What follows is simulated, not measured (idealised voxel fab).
The following process module bears the name voxel air gaps.
Cross-sectional view cut (width: 210 nm; square cell size: 5 nm).
Notation: cross-section as square-cell grid; stated in bands, top first, going down; one or more cell rows per band. Top, bottom (nm), then materials left to right with widths (nm); lone material tagged "full width" fills the whole band edge to edge; "air" = empty space. Zero point of the height axis is 0; under it, received wafer = one material. Lowest band: continues down indefinitely, "top 0, no bottom". A width given as "30->40" starts at the first number in the band's top row and ends at the second number in its bottom row, shifting by an equal amount at every step from row to row. "stayed the same" -> step changed no cross-section cell. Closed void inventory: empty space of 8 cells or more with no open way to the top, each as width x height at its distance from the left edge, in nm. If you see something after the settings on a step's line, that's the simulator's own remark about that step. "overlay nm" on a masked step: distance the mask lay right of its planned place, negative for left.
Steps planned for the process:
- 1: op RECEIVE | material Si
- 2: op CONFORMAL_DEP | material SiO2 | thk nm 10
- 3: op CONFORMAL_DEP | material SiCN | thk nm 5
- 4: op DIRECTIONAL_DEP | material lowk | thk nm 35
- 5: op MASKED_ETCH | tone open | mask id LINES | width nm 20 | pitch nm 50 | etch materials lowk | depth nm 35 | overlay nm 0
- 6: op CONFORMAL_DEP | material TiN | thk nm 5
- 7: op FILL_DEP | material W | thk nm 5
- 8: op CMP | height nm 50
- 9: op EPI | material Ru | thk nm 10
- 10: op SELECTIVE_ETCH | etch materials lowk | depth nm 45
- 11: op CONFORMAL_DEP | material SiCN | thk nm 5
Cross-sectional view of the wafer in its as-received condition, corresponding to the state after step 1:
> top 0, no bottom  Si full width
> Closed void inventory: none
First wafer at the end, as planned:
> top 65, bottom 60  air 5 | SiCN 200 | air 5
> top 60, bottom 50  air 5 | SiCN 5 | Ru 40 | SiCN 10 | Ru 40 | SiCN 10 | Ru 40 | SiCN 10 | Ru 40 | SiCN 5 | air 5
> top 50, bottom 45  air 5 | SiCN 15 | TiN 5 | W 10 | TiN 5 | SiCN 30 | TiN 5 | W 10 | TiN 5 | SiCN 30 | TiN 5 | W 10 | TiN 5 | SiCN 30 | TiN 5 | W 10 | TiN 5 | SiCN 15 | air 5
> top 45, bottom 20  air 15 | SiCN 5 | TiN 5 | W 10 | TiN 5 | SiCN 5 | air 20 | SiCN 5 | TiN 5 | W 10 | TiN 5 | SiCN 5 | air 20 | SiCN 5 | TiN 5 | W 10 | TiN 5 | SiCN 5 | air 20 | SiCN 5 | TiN 5 | W 10 | TiN 5 | SiCN 5 | air 15
> top 20, bottom 15  SiCN 20 | TiN 20 | SiCN 30 | TiN 20 | SiCN 30 | TiN 20 | SiCN 30 | TiN 20 | SiCN 20
> top 15, bottom 10  SiCN full width
> top 10, bottom 0  SiO2 full width
> top 0, no bottom  Si full width
> Closed void inventory: 20 x 25 at 45; 20 x 25 at 95; 20 x 25 at 145
The second wafer, shown in cross-section after the module: started the same way as the first and given the same plan, yet one mistake crept into how it was run:
> top 65, bottom 60  SiCN full width
> top 60, bottom 50  Ru full width
> top 50, bottom 45  TiN 25 | W 10 | TiN 40 | W 10 | TiN 40 | W 10 | TiN 40 | W 10 | TiN 25
> top 45, bottom 15  lowk 20 | TiN 5 | W 10 | TiN 5 | lowk 30 | TiN 5 | W 10 | TiN 5 | lowk 30 | TiN 5 | W 10 | TiN 5 | lowk 30 | TiN 5 | W 10 | TiN 5 | lowk 20
> top 15, bottom 10  lowk 20 | TiN 20 | lowk 30 | TiN 20 | lowk 30 | TiN 20 | lowk 30 | TiN 20 | lowk 20
> top 10, bottom 0  SiO2 full width
> top 0, no bottom  Si full width
> Closed void inventory: none
Where did the run depart from the plan? plan step 3 was not performed, having been skipped
End of process, cell counts, second wafer against first, materials with more or fewer: +20 Ru; -146 SiCN; +34 TiN; +8 W; +182 lowk
Note - end result: 3 closed voids (first wafer), 0 closed voids (second wafer).
